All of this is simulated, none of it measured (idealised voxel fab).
process module | voxel gate over fins
cross-section cut | 155 nm wide | cells 5 nm
A cross-section is a grid of square cells, given in bands from the top down. A band is one or more rows of cells.
Each band's line starts with the height of the band's top and of its bottom, in nm. Then come its materials from left to right, each with its width in nm. One material with "throughout" fills the band from edge to edge. "air" is empty space.
Height 0 is the level under which the wafer as received is all one material. The lowest band goes on downwards, as in "0 down".
A width such as "30 to 40" changes by the same amount from each row of cells to the next, from the band's top row to its bottom row.
"no change" after a step means that no cell of the cross-section changed.
closed voids: empty space of 8 cells or more with no open way to the top, each as width x height at its distance from the left edge, in nm
after a step's settings: what the simulator itself notes on the step
overlay nm, on a step with a mask: how far to the right of its planned place the mask lay; to the left if negative
plan
1 op RECEIVE | material Si
2 op CONFORMAL_DEP | material SiN | thk nm 10
3 op DIRECTIONAL_DEP | material aC | thk nm 15
4 op PATTERN | tone cover | mask id FINS | material resist | width nm 15 | pitch nm 50 | thk nm 35 | overlay nm 0
5 op DIRECTIONAL_ETCH | etch materials aC | depth nm 15
6 op STRIP | etch materials resist
7 op DIRECTIONAL_ETCH | etch materials SiN | depth nm 10
8 op DIRECTIONAL_ETCH | etch materials Si | depth nm 35
9 op STRIP | etch materials aC
10 op FILL_DEP | material SiO2 | thk nm 5
11 op CMP | height nm 10
12 op DIRECTIONAL_DEP | material aC | thk nm 10
13 op PATTERN | tone open | mask id RAIL | material resist | width nm 15 | thk nm 30 | overlay nm 0
14 op DIRECTIONAL_ETCH | etch materials aC | depth nm 10
15 op STRIP | etch materials resist
16 op DIRECTIONAL_ETCH | etch materials SiO2 | depth nm 40
17 op STRIP | etch materials aC
18 op CONFORMAL_DEP | material TiN | thk nm 5
19 op FILL_DEP | material W | thk nm 5
20 op CMP | height nm 10
21 op SELECTIVE_ETCH | etch materials W Ru TiN | depth nm 25
22 op FILL_DEP | material SiO2 | thk nm 5
23 op CMP | height nm 10
24 op SELECTIVE_ETCH | etch materials SiO2 | depth nm 20
25 op STRIP | etch materials SiN
26 op CONFORMAL_DEP | material HfO2 | thk nm 5
27 op CONFORMAL_DEP | material TiN | thk nm 5
28 op FILL_DEP | material W | thk nm 15
29 op CMP | height nm 20
30 op CONFORMAL_DEP | material SiN | thk nm 10
as received, after step 1
  0 down: Si throughout
  closed voids: none
a wafer at the end: this start, this plan, one mistake
  30 to 20: SiN throughout
  20 to 10: W throughout
  10 to 5: W 10 | TiN 35 | W 15 | TiN 35 | W 15 | TiN 35 | W 10
  5 to 0: W 10 | TiN 5 | HfO2 25 | TiN 5 | W 15 | TiN 5 | HfO2 25 | TiN 5 | W 15 | TiN 5 | HfO2 25 | TiN 5 | W 10
  0 to -5: TiN 15 | HfO2 5 | Si 15 | HfO2 5 | TiN 25 | HfO2 5 | Si 15 | HfO2 5 | TiN 25 | HfO2 5 | Si 15 | HfO2 5 | TiN 15
  -5 to -10: HfO2 20 | Si 15 | HfO2 35 | Si 15 | HfO2 35 | Si 15 | HfO2 20
  -10 to -15: SiO2 20 | Si 15 | SiO2 35 | Si 15 | SiO2 35 | Si 15 | SiO2 20
  -15 to -20: SiO2 20 | Si 15 | SiO2 10 | TiN 5 | W 5 | TiN 5 | SiO2 10 | Si 15 | SiO2 35 | Si 15 | SiO2 20
  -20 to -25: SiO2 20 | Si 15 | SiO2 10 | TiN 15 | SiO2 10 | Si 15 | SiO2 35 | Si 15 | SiO2 20
  -25 down: Si throughout
  closed voids: none
what went wrong: step 8 ran as: op DIRECTIONAL_ETCH | etch materials Si | depth nm 25
